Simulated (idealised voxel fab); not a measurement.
Process module under the name voxel air gaps
Section cut is 270 nm wide and gridded with 5 nm square cells.
This document writes a cross-section as a grid whose cells are square, and gives it as bands, listed from the top down; one or more rows of cells form a band.
A band entry consists of two parts. The first gives the height of the band's top and the height of its bottom, in nm. The rest lists the band's materials from left to right, each with its width in nm. A single material labelled with the word "throughout" fills the band from edge to edge, and the word "blank" marks empty space.
Heights are expressed relative to 0, this being the level below which the as-received wafer comprises one material exclusively. The lowest band is unbounded in the downward direction and is denoted as in "0 -> down".
A width such as "30->40" changes by the same amount from each row of cells to the next, from the band's top row to its bottom row.
Key: "no modifications" - step with no changed cell in the cross-section.
Entry "Sealed internal cavities". Content: empty spaces with no open connection to the top, size 8 cells or greater. Each: width x height at distance. Distance: from left edge. Unit: nm.
That trailing text on a step's line, after the settings, is the simulator's own remark on the step.
"overlay nm" denotes, for a step that has a mask, the displacement of the mask to the right of its planned place, with negative values corresponding to the left.

## Here's what the planned process steps look like
- 1: RECEIVE | material Si
- 2: CONFORMAL_DEP | material SiO2 | thk nm 15
- 3: CONFORMAL_DEP | material SiCN | thk nm 5
- 4: DIRECTIONAL_DEP | material lowk | thk nm 30
- 5: PATTERN | tone open | mask id LINES | material resist | width nm 25 | pitch nm 50 | thk nm 15 | overlay nm 0
- 6: DIRECTIONAL_ETCH | etch materials lowk | depth nm 30
- 7: STRIP | etch materials resist
- 8: CONFORMAL_DEP | material TiN | thk nm 5
- 9: FILL_DEP | material W | thk nm 5
- 10: CMP | height nm 50
- 11: EPI | material Ru | thk nm 10
- 12: SELECTIVE_ETCH | etch materials lowk | depth nm 40
- 13: CONFORMAL_DEP | material SiCN | thk nm 5

## Cross-section of the wafer at receipt, which is the condition after step 1
0 -> down  Si throughout
Sealed internal cavities: none

## The module was run from the start shown above using the plan shown above, but one mistake was made doing it; the resulting wafer cross-section is below
65 -> 60  blank: 55, then SiCN: 155, then blank: 60
60 -> 50  blank: 55, then SiCN: 5, then Ru: 45, then SiCN: 5, then Ru: 45, then SiCN: 5, then Ru: 45, then SiCN: 5, then blank: 60
50 -> 45  blank: 55, then SiCN: 15, then TiN: 5, then W: 15, then TiN: 5, then SiCN: 25, then TiN: 5, then W: 15, then TiN: 5, then SiCN: 25, then TiN: 5, then W: 15, then TiN: 5, then SiCN: 15, then blank: 60
45 -> 25  blank: 65, then SiCN: 5, then TiN: 5, then W: 15, then TiN: 5, then SiCN: 5, then blank: 15, then SiCN: 5, then TiN: 5, then W: 15, then TiN: 5, then SiCN: 5, then blank: 15, then SiCN: 5, then TiN: 5, then W: 15, then TiN: 5, then SiCN: 5, then blank: 70
25 -> 20  SiCN: 70, then TiN: 25, then SiCN: 25, then TiN: 25, then SiCN: 25, then TiN: 25, then SiCN: 75
20 -> 5  SiO2 throughout
5 -> 0  SiCN throughout
0 -> down  Si throughout
Sealed internal cavities: 15 x 20 at 100; 15 x 20 at 150
Against the plan, the run slipped here: steps 2 and 3: order swapped relative to plan
